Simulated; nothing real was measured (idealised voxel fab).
Process module, titled voxel ribs on slabs
Shown is cross-section cut, with a width of 285 nm and square cells of size 5 nm.
Cross-section = grid of square cells, listed top down in bands; band = one or more rows. A band entry consists of two parts. The first gives the height of the band's top and the height of its bottom, in nm. The rest lists the band's materials from left to right, each with its width in nm. A single material labelled with the word "full width" fills the band from edge to edge, and the word "blank" marks empty space. Beneath 0, the wafer as received is one material, and that level is where height counting begins. The lowest band goes on downward without a bottom; it is written like "0 -> down". Note: "30 to 40" means the width goes from the first number (top row of the band) to the second number (bottom row) in equal steps per row of cells. "stayed the same" means the step left every cell of the cross-section as it was. The label "Enclosed cavities" introduces a list of the empty spaces, 8 cells or larger, that have no open way up to the top; each entry in it reads width x height at distance, where the distance is taken from the left edge and all three are stated in nm. On each step's line, the part that comes after the settings is the simulator's own comment on the step. The optional step-line setting "overlay nm" applies to steps with a mask and quantifies how far to the right of its planned location the mask lay, a negative value indicating leftward placement.
# This section lists the process steps that were planned
1) op RECEIVE | material Si
2) op DIRECTIONAL_DEP | material SiO2 | thk nm 25
3) op DIRECTIONAL_DEP | material polySi | thk nm 25
4) op PATTERN | tone cover | mask id RIB | material resist | width nm 30 | thk nm 20 | overlay nm 0
5) op DIRECTIONAL_ETCH | etch materials polySi | depth nm 5
6) op STRIP | etch materials resist
7) op PATTERN | tone cover | mask id SLAB | material resist | width nm 90 | thk nm 15 | overlay nm 0
8) op DIRECTIONAL_ETCH | etch materials polySi | depth nm 20
9) op STRIP | etch materials resist
10) op FILL_DEP | material SiO2 | thk nm 20
11) op CMP | height nm 65
12) op DIRECTIONAL_DEP | material W | thk nm 10
13) op MASKED_ETCH | tone cover | mask id HEATER | width nm 40 | etch materials W | depth nm 10 | overlay nm 0
14) op CONFORMAL_DEP | material SiO2 | thk nm 10
# Cross-section, incoming material, after step 1
    0 -> down  Si full width
    Enclosed cavities: none
# Final cross-section, module run with one mistake (start and plan as above)
    85 -> 75  blank: 110  SiO2: 60  blank: 115
    75 -> 65  SiO2: 120  W: 40  SiO2: 125
    65 -> 50  SiO2: 95  polySi: 90  SiO2: 100
    50 -> 25  polySi full width
    25 -> 0  SiO2 full width
    0 -> down  Si full width
    Enclosed cavities: none
What was done differently from what was planned? step 3 from the plan got run twice
